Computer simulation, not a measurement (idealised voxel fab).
The following process module bears the name voxel trench capacitor.
Square cells of 5 nm make up the cross-section cut, whose width is 250 nm.
When this document writes out a cross-section, it uses a grid of square cells and lists it as bands, beginning at the top and moving down, with a band standing for one or more rows of cells. In this notation a band is specified by the heights of its top and bottom, in that order and in nm, after which its materials appear from left to right, each paired with its width in nm. The word "throughout" attached to a single material means that material fills the band from edge to edge; the word "empty" stands for empty space. Measure heights from 0. That's the level where, below it, the as-received wafer is all one material. The lowest band is bottomless and extends downward; write it as in "from 0 down". Width: "30..40" (first number = top row, second number = bottom row, same change from row to row of cells). The cross-section has no changed cell in any step marked "stayed the same". In "Sealed void list" the enclosed voids are listed, meaning empty spaces of 8 cells or larger without any opening to the top. The form is width x height at distance, distance from the left edge, units nm. Read whatever lies past the settings on a step's line as the simulator's own remark about the step. overlay nm, on a step with a mask: how far to the right of its planned place the mask lay; to the left if negative.
STEPS IN THE PROCESS PLAN
1: op RECEIVE | material Si
2: op CONFORMAL_DEP | material SiN | thk nm 5
3: op DIRECTIONAL_DEP | material aC | thk nm 10
4: op PATTERN | tone open | mask id TRENCH | material resist | width nm 20 | pitch nm 40 | thk nm 25 | overlay nm 0
5: op DIRECTIONAL_ETCH | etch materials aC | depth nm 10
6: op STRIP | etch materials resist
7: op DIRECTIONAL_ETCH | etch materials SiN | depth nm 5
8: op DIRECTIONAL_ETCH | etch materials Si | depth nm 35
9: op STRIP | etch materials aC
10: op CONFORMAL_DEP | material SiO2 | thk nm 5
11: op FILL_DEP | material polySi | thk nm 5
12: op CMP | height nm 5
CROSS-SECTION, INCOMING MATERIAL, AFTER STEP 1
from 0 down: Si throughout
Sealed void list: none
POST-MODULE CROSS-SECTION: IDENTICAL START AND PLAN TO THOSE ABOVE, ONE MISSTEP IN EXECUTION
from 5 to 0: 70 of polySi, then 5 of SiO2, then 20 of SiN, then 5 of SiO2, then 10 of polySi, then 5 of SiO2, then 20 of SiN, then 5 of SiO2, then 10 of polySi, then 5 of SiO2, then 20 of SiN, then 5 of SiO2, then 70 of polySi
from 0 to -30: 70 of polySi, then 5 of SiO2, then 20 of Si, then 5 of SiO2, then 10 of polySi, then 5 of SiO2, then 20 of Si, then 5 of SiO2, then 10 of polySi, then 5 of SiO2, then 20 of Si, then 5 of SiO2, then 70 of polySi
from -30 to -35: 75 of SiO2, then 20 of Si, then 20 of SiO2, then 20 of Si, then 20 of SiO2, then 20 of Si, then 75 of SiO2
from -35 down: Si throughout
Sealed void list: none
Which mistake was made when the wafer was run? step 4 changed vs plan, executed as op PATTERN | tone cover | mask id TRENCH | material resist | width nm 20 | pitch nm 40 | thk nm 25 | overlay nm 0
